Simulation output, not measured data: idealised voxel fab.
Proc. module: voxel capacitor over wiring
It is cross-section cut that appears here, measuring 290 nm in width, its square cells being 5 nm in size.
In what follows, cross-sections appear as grids of square cells, described through bands that run from the top down, where every band is one or more rows of cells. This entry defines a band. It first specifies the height of the band's top and the height of its bottom in nm, and then specifies the band's materials from left to right, stating each material with its width in nm. The word "edge to edge" identifies a single material that fills the band from edge to edge, while the word "air" identifies empty space. It should be noted that heights are counted from 0, beneath which the wafer as supplied is of one material throughout, and that the lowest band possesses no lower boundary but continues downward, as written in "0 and below". A two-number width, for instance "30->40", indicates that the width is equal to the first number in the top row of the band and to the second number in the bottom row, and that it changes by a constant amount per row of cells. Reading "stayed the same" for a step: not a cell of the cross-section changed in it. Entry "Unvented internal voids" = empty spaces >= 8 cells with no open way to the top; each as width x height at distance, distance from left edge, all nm. What comes after the settings on a step's line is commentary from the simulator itself on that step. Steps that use a mask can have "overlay nm" on their line. It says how far the mask sat to the right of where it was meant to be. Negative means to the left.
Process steps (planned)
1. RECEIVE | material Si
2. CONFORMAL_DEP | material SiO2 | thk nm 15
3. CONFORMAL_DEP | material SiN | thk nm 5
4. DIRECTIONAL_DEP | material SiO2 | thk nm 25
5. PATTERN | tone open | mask id METAL_1 | material resist | width nm 30 | pitch nm 100 | thk nm 20 | overlay nm 0
6. DIRECTIONAL_ETCH | etch materials SiO2 | depth nm 25
7. DIRECTIONAL_ETCH | etch materials SiN | depth nm 5
8. STRIP | etch materials resist
9. CONFORMAL_DEP | material TiN | thk nm 5
10. FILL_DEP | material Cu | thk nm 10
11. CMP | height nm 45
12. CONFORMAL_DEP | material SiCN | thk nm 5
13. DIRECTIONAL_DEP | material SiO2 | thk nm 15
14. MASKED_ETCH | tone open | mask id PLUG_1 | width nm 15 | etch materials SiO2 | depth nm 15 | overlay nm 0
15. MASKED_ETCH | tone open | mask id PLUG_1 | width nm 15 | etch materials SiCN | depth nm 5 | overlay nm 0
16. CONFORMAL_DEP | material TiN | thk nm 5
17. FILL_DEP | material Cu | thk nm 10
18. CMP | height nm 65
19. DIRECTIONAL_DEP | material TiN | thk nm 10
20. DIRECTIONAL_DEP | material Al2O3 | thk nm 5
21. DIRECTIONAL_DEP | material TiN | thk nm 10
22. MASKED_ETCH | tone cover | mask id UPPER_PLATE | width nm 75 | etch materials TiN | depth nm 10 | overlay nm 0
23. MASKED_ETCH | tone cover | mask id UPPER_PLATE | width nm 75 | etch materials Al2O3 | depth nm 5 | overlay nm 0
24. MASKED_ETCH | tone cover | mask id LOWER_PLATE | width nm 85 | etch materials TiN | depth nm 10 | overlay nm 0
25. FILL_DEP | material SiO2 | thk nm 20
26. CMP | height nm 105
27. PATTERN | tone open | mask id PLUG_2 | material resist | width nm 15 | thk nm 20 | overlay nm 0
28. DIRECTIONAL_ETCH | etch materials SiO2 | depth nm 15
29. STRIP | etch materials resist
30. CONFORMAL_DEP | material TiN | thk nm 5
31. FILL_DEP | material W | thk nm 5
32. CMP | height nm 105
33. CONFORMAL_DEP | material SiCN | thk nm 5
as received, after step 1
0 and below | Si edge to edge
Unvented internal voids: none
The plan above was carried out on the starting structure above with one mistake, and this cross-section shows the wafer at the end of the module
110 down to 105 | SiCN edge to edge
105 down to 95 | SiO2 105; TiN 5; W 5; TiN 5; SiO2 170
95 down to 90 | SiO2 105; TiN 15; SiO2 170
90 down to 80 | SiO2 95; TiN 75; SiO2 120
80 down to 75 | SiO2 95; Al2O3 75; SiO2 120
75 down to 65 | SiO2 90; TiN 85; SiO2 115
65 down to 50 | SiO2 95; TiN 5; Cu 5; TiN 5; SiO2 180
50 down to 45 | SiCN 95; TiN 15; SiCN 180
45 down to 35 | SiO2 80; TiN 5; Cu 20; TiN 5; SiO2 70; TiN 5; Cu 20; TiN 5; SiO2 80
35 down to 30 | SiN 80; TiN 30; SiN 70; TiN 30; SiN 80
30 down to 0 | SiO2 edge to edge
0 and below | Si edge to edge
Unvented internal voids: none
What was the processing mistake? twice over, step 2 of the plan was run
